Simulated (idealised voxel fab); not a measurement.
Title: Process Module voxel local oxidation
Xsec cut, 255 nm wide, square cell size 5 nm.
Bands, listed from the top down, are how a cross-section gets written in this document; the cross-section itself is a grid of square cells, and a band is one or more rows of them. Per band: top height and bottom height in nm, followed by the left-to-right materials and their widths in nm; "all across" marks a single material spanning edge to edge, "blank" marks empty space. The reference from which all heights are counted is 0, the level beneath which the as-received wafer is entirely one material; the lowest band, having no lower bound, proceeds downward and is written after the example "top 0, no bottom". Note: "30->40" means the width goes from the first number (top row of the band) to the second number (bottom row) in equal steps per row of cells. Given "no alterations made" for a step, no cell of the cross-section differs between before and after that step. Enclosed voids (no open way to top), threshold 8 cells or more, entry "Closed empty spaces", notation width x height at distance, distance from left edge, nm. Note: text after step settings on the step line = simulator remark on that step. overlay nm: for a step with a mask, the amount by which the mask lay right of where it was planned; a negative amount means left of it.
So here's the lineup of process steps we planned:
step 1: RECEIVE [material Si]
step 2: CONFORMAL_DEP [material SiO2] [thk nm 5]
step 3: CONFORMAL_DEP [material SiN] [thk nm 15]
step 4: PATTERN [tone cover] [mask id ACTIVE] [material resist] [width nm 105] [thk nm 15] [overlay nm 0]
step 5: DIRECTIONAL_ETCH [etch materials SiN] [depth nm 15]
step 6: STRIP [etch materials resist]
step 7: SELECTIVE_ETCH [etch materials SiO2] [depth nm 5]
step 8: OXIDIZE [depth nm 10]
step 9: STRIP [etch materials SiN]
The first of the two wafers, which ran as planned:
Here's what the wafer looked like in cross-section when it arrived - that's after step 1:
- top 0, no bottom = Si all across
- Closed empty spaces: none
The wafer in cross-section once step 2 is complete:
- top 5, bottom 0 = SiO2 all across
- Under 0: no change, same as before.
The wafer in cross-section once step 3 is complete:
- top 20, bottom 5 = SiN all across
- Under 5: no change, same as before.
The wafer in cross-section once step 4 is complete:
- top 35, bottom 20 = blank=75, resist=105, blank=75
- Under 20: no change, same as before.
The wafer in cross-section once step 5 is complete:
- top 35, bottom 20 = blank=75, resist=105, blank=75
- top 20, bottom 5 = blank=75, SiN=105, blank=75
- Under 5: no change, same as before.
The wafer in cross-section once step 6 is complete:
- top 20, bottom 5 = blank=75, SiN=105, blank=75
- Under 5: no change, same as before.
The wafer in cross-section once step 7 is complete:
- top 20, bottom 5 = blank=75, SiN=105, blank=75
- top 5, bottom 0 = blank=80, SiO2=95, blank=80
- Under 0: no change, same as before.
The wafer in cross-section once step 8 is complete:
- top 20, bottom 5 = blank=75, SiN=105, blank=75
- top 5, bottom 0 = blank=80, SiO2=95, blank=80
- top 0, bottom -10 = SiO2=90, Si=75, SiO2=90
- Under -10: no change, same as before.
The wafer in cross-section once step 9 is complete:
- top 5, bottom 0 = blank=80, SiO2=95, blank=80
- Under 0: no change, same as before.
The second wafer: identical to the first at the outset and in its planned sequence, differing only in that one mistake was made during processing; up to and including step 7, its path is the first wafer's path:
Planned end of step 8: second wafer, cross-section:
- top 20, bottom 5 = blank=75, SiN=105, blank=75
- top 5, bottom 0 = blank=80, SiO2=95, blank=80
- top 0, bottom -20 = SiO2=100, Si=55, SiO2=100
- Under -20: no change, same as before.
Planned end of step 9: second wafer, cross-section:
- top 5, bottom 0 = blank=80, SiO2=95, blank=80
- Under 0: no change, same as before.
Misprocessing identified: step 8 off recipe, ran as OXIDIZE [depth nm 20]
Final difference in cells, second wafer against first, listed per material as more or fewer: Si -88, SiO2 +88
